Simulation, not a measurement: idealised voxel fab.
Herein follows the process module entitled voxel wiring stack.
Cross-section cut spans 255 nm and uses square cells 5 nm in size.
How to read a cross-section here: the picture is a grid of square cells, written as bands going from the top down, and any band can span one or more rows of cells.
For a band, the entry starts with two heights in nm, that of the top and then that of the bottom, and carries on with the band's materials in order from left to right, each alongside its width in nm; the word "full width" beside a single material means it fills the band edge to edge, and "air" means empty space.
Height 0 is the level under which the wafer as received is all one material. The lowest band goes on downwards, as in "0 nm and below".
So if you see something like "30..40" for the width, read it as the top row of the band sitting at the first number and the bottom row at the second, with every row in between moving by the same amount as the last.
Given "identical to before" for a step, no cell of the cross-section differs between before and after that step.
Heads up: "Unvented internal voids" only lists the empty pockets with no open path to the top that are 8 cells or more, and it writes them as width x height at distance, distance from the left edge, in nm.
Anything after a step's settings on that line? It's the simulator's own note about the step.
"overlay nm", when on a step's line for a step with a mask, measures how far to the right of its planned place the mask lay; a negative measure means to the left.

The steps planned for the process are as follows
1,RECEIVE, material Si
2,CONFORMAL_DEP, material SiO2, thk nm 15
3,DIRECTIONAL_DEP, material TiN, thk nm 5
4,DIRECTIONAL_DEP, material W, thk nm 15
5,DIRECTIONAL_DEP, material aC, thk nm 10
6,PATTERN, tone cover, mask id METAL_1, material resist, width nm 30, pitch nm 50, thk nm 25, overlay nm 0
7,DIRECTIONAL_ETCH, etch materials aC, depth nm 10
8,STRIP, etch materials resist
9,DIRECTIONAL_ETCH, etch materials W, depth nm 15
10,DIRECTIONAL_ETCH, etch materials TiN, depth nm 5
11,STRIP, etch materials aC
12,FILL_DEP, material SiO2, thk nm 10
13,CMP, height nm 35
14,CONFORMAL_DEP, material SiCN, thk nm 5
15,DIRECTIONAL_DEP, material lowk, thk nm 10
16,PATTERN, tone open, mask id PLUG_1, material resist, width nm 15, pitch nm 50, thk nm 20, overlay nm 0
17,DIRECTIONAL_ETCH, etch materials lowk, depth nm 10
18,DIRECTIONAL_ETCH, etch materials SiCN, depth nm 5
19,STRIP, etch materials resist
20,CONFORMAL_DEP, material TiN, thk nm 5
21,FILL_DEP, material Ru, thk nm 5
22,CMP, height nm 50
23,DIRECTIONAL_DEP, material TiN, thk nm 5
24,DIRECTIONAL_DEP, material Ru, thk nm 15
25,DIRECTIONAL_DEP, material aC, thk nm 10
26,PATTERN, tone cover, mask id METAL_2, material resist, width nm 30, pitch nm 50, thk nm 25, overlay nm 0
27,DIRECTIONAL_ETCH, etch materials aC, depth nm 10
28,STRIP, etch materials resist
29,DIRECTIONAL_ETCH, etch materials Ru, depth nm 15
30,DIRECTIONAL_ETCH, etch materials TiN, depth nm 5
31,STRIP, etch materials aC
32,CONFORMAL_DEP, material SiCN, thk nm 5
33,FILL_DEP, material lowk, thk nm 10
34,CMP, height nm 70
35,CONFORMAL_DEP, material SiCN, thk nm 5

The cross-section here shows the wafer as received, i.e. in its state after step 1
	0 nm and below: Si full width
	Unvented internal voids: none

The module was run from the start shown above using the plan shown above, but one mistake was made doing it; the resulting wafer cross-section is below
	75 nm to 70 nm: SiCN full width
	70 nm to 55 nm: 30 nm lowk, 5 nm SiCN, 30 nm Ru, 5 nm SiCN, 10 nm lowk, 5 nm SiCN, 30 nm Ru, 5 nm SiCN, 10 nm lowk, 5 nm SiCN, 30 nm Ru, 5 nm SiCN, 10 nm lowk, 5 nm SiCN, 30 nm Ru, 5 nm SiCN, 35 nm lowk
	55 nm to 50 nm: 35 nm SiCN, 30 nm TiN, 20 nm SiCN, 30 nm TiN, 20 nm SiCN, 30 nm TiN, 20 nm SiCN, 30 nm TiN, 40 nm SiCN
	50 nm to 40 nm: 35 nm lowk, 5 nm TiN, 5 nm Ru, 5 nm TiN, 35 nm lowk, 5 nm TiN, 5 nm Ru, 5 nm TiN, 35 nm lowk, 5 nm TiN, 5 nm Ru, 5 nm TiN, 35 nm lowk, 5 nm TiN, 5 nm Ru, 5 nm TiN, 55 nm lowk
	40 nm to 35 nm: 35 nm SiCN, 15 nm TiN, 35 nm SiCN, 15 nm TiN, 35 nm SiCN, 15 nm TiN, 35 nm SiCN, 15 nm TiN, 55 nm SiCN
	35 nm to 20 nm: 35 nm W, 30 nm SiO2, 20 nm W, 30 nm SiO2, 20 nm W, 30 nm SiO2, 20 nm W, 30 nm SiO2, 40 nm W
	20 nm to 15 nm: 35 nm TiN, 30 nm SiO2, 20 nm TiN, 30 nm SiO2, 20 nm TiN, 30 nm SiO2, 20 nm TiN, 30 nm SiO2, 40 nm TiN
	15 nm to 0 nm: SiO2 full width
	0 nm and below: Si full width
	Unvented internal voids: none
Error vs. plan: it should be noted that step 6 was executed with settings other than those planned, the operation and settings actually applied being PATTERN, tone open, mask id METAL_1, material resist, width nm 30, pitch nm 50, thk nm 25, overlay nm 0
